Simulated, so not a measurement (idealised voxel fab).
Process module in this document: voxel plated lines
Displayed cross-section: cut, width of 255 nm, square cells sized 5 nm.
Each cross-section below is a grid of square cells, stated as bands in top-down order, with one or more rows of cells making up each band. For a band, the entry starts with two heights in nm, that of the top and then that of the bottom, and carries on with the band's materials in order from left to right, each alongside its width in nm; the word "throughout" beside a single material means it fills the band edge to edge, and "empty" means empty space. Height reference: 0 = level under which incoming wafer is all one material. Lowest band: no bottom, runs on downward, e.g. "z 0 and below". With a width like "30 to 40", each row of cells in the band differs from the next by the same amount, the top row carrying the first number and the bottom row the second. Step marked "no change"? Then no cell in the cross-section changed in it. The label "Unvented voids" introduces a list of the empty spaces, 8 cells or larger, that have no open way up to the top; each entry in it reads width x height at distance, where the distance is taken from the left edge and all three are stated in nm. Note: text after step settings on the step line = simulator remark on that step. Among the settings permitted on a step's line is "overlay nm"; applied to a step with a mask, it specifies the extent to which the mask lay to the right of its planned position, whereas a negative figure signifies a position to the left.
## So here's the lineup of process steps we planned
1: RECEIVE with material Si
2: CONFORMAL_DEP with material Al2O3, thk nm 15
3: DIRECTIONAL_DEP with material TiN, thk nm 5
4: PATTERN with tone open, mask id LINES, material resist, width nm 15, pitch nm 40, thk nm 30, overlay nm 0
5: EPI with material Ru, thk nm 10
6: EPI with material Ru, thk nm 5
7: STRIP with etch materials resist
8: DIRECTIONAL_ETCH with etch materials TiN, depth nm 5
9: CONFORMAL_DEP with material SiO2, thk nm 5
## First wafer out of two, processed as planned
## As-received state of the wafer in cross-section, equivalent to post-step 1
* z 0 and below  Si throughout
* Unvented voids: none
## Wafer after step 2 (cross-section)
* z 15 to 0  Al2O3 throughout
* Nothing below the height 0 has changed.
## Wafer after step 3 (cross-section)
* z 20 to 15  TiN throughout
* Nothing below the height 15 has changed.
## Wafer after step 4 (cross-section)
* z 50 to 20  100 of resist / 15 of empty / 25 of resist / 15 of empty / 100 of resist
* Nothing below the height 20 has changed.
## Wafer after step 5 (cross-section)
* z 50 to 30  100 of resist / 15 of empty / 25 of resist / 15 of empty / 100 of resist
* z 30 to 20  100 of resist / 15 of Ru / 25 of resist / 15 of Ru / 100 of resist
* Nothing below the height 20 has changed.
## Wafer after step 6 (cross-section)
* z 50 to 35  100 of resist / 15 of empty / 25 of resist / 15 of empty / 100 of resist
* z 35 to 20  100 of resist / 15 of Ru / 25 of resist / 15 of Ru / 100 of resist
* Nothing below the height 20 has changed.
## Wafer after step 7 (cross-section)
* z 35 to 20  100 of empty / 15 of Ru / 25 of empty / 15 of Ru / 100 of empty
* Nothing below the height 20 has changed.
## Wafer after step 8 (cross-section)
* z 35 to 20  100 of empty / 15 of Ru / 25 of empty / 15 of Ru / 100 of empty
* z 20 to 15  100 of empty / 15 of TiN / 25 of empty / 15 of TiN / 100 of empty
* Nothing below the height 15 has changed.
## Wafer after step 9 (cross-section)
* z 40 to 35  95 of empty / 25 of SiO2 / 15 of empty / 25 of SiO2 / 95 of empty
* z 35 to 20  95 of empty / 5 of SiO2 / 15 of Ru / 5 of SiO2 / 15 of empty / 5 of SiO2 / 15 of Ru / 5 of SiO2 / 95 of empty
* z 20 to 15  100 of SiO2 / 15 of TiN / 25 of SiO2 / 15 of TiN / 100 of SiO2
* Nothing below the height 15 has changed.
## second wafer: like start, like plan, one mistake. Through step 3 it matches the first wafer
Planned end of step 4: second wafer, cross-section: no change
## Planned end of step 5: second wafer, cross-section
* z 30 to 20  Ru throughout
* Nothing below the height 20 has changed.
## Planned end of step 6: second wafer, cross-section
* z 35 to 20  Ru throughout
* Nothing below the height 20 has changed.
Planned end of step 7: second wafer, cross-section: no change
Planned end of step 8: second wafer, cross-section: no change
## Planned end of step 9: second wafer, cross-section
* z 40 to 35  SiO2 throughout
* Nothing below the height 35 has changed.
In executing the process, a mistake was made relative to the plan: plan step 4: skipped, not run
Counted in cells at the end, the second wafer holds more or fewer of these materials than the first: Ru +135; SiO2 -16; TiN +45
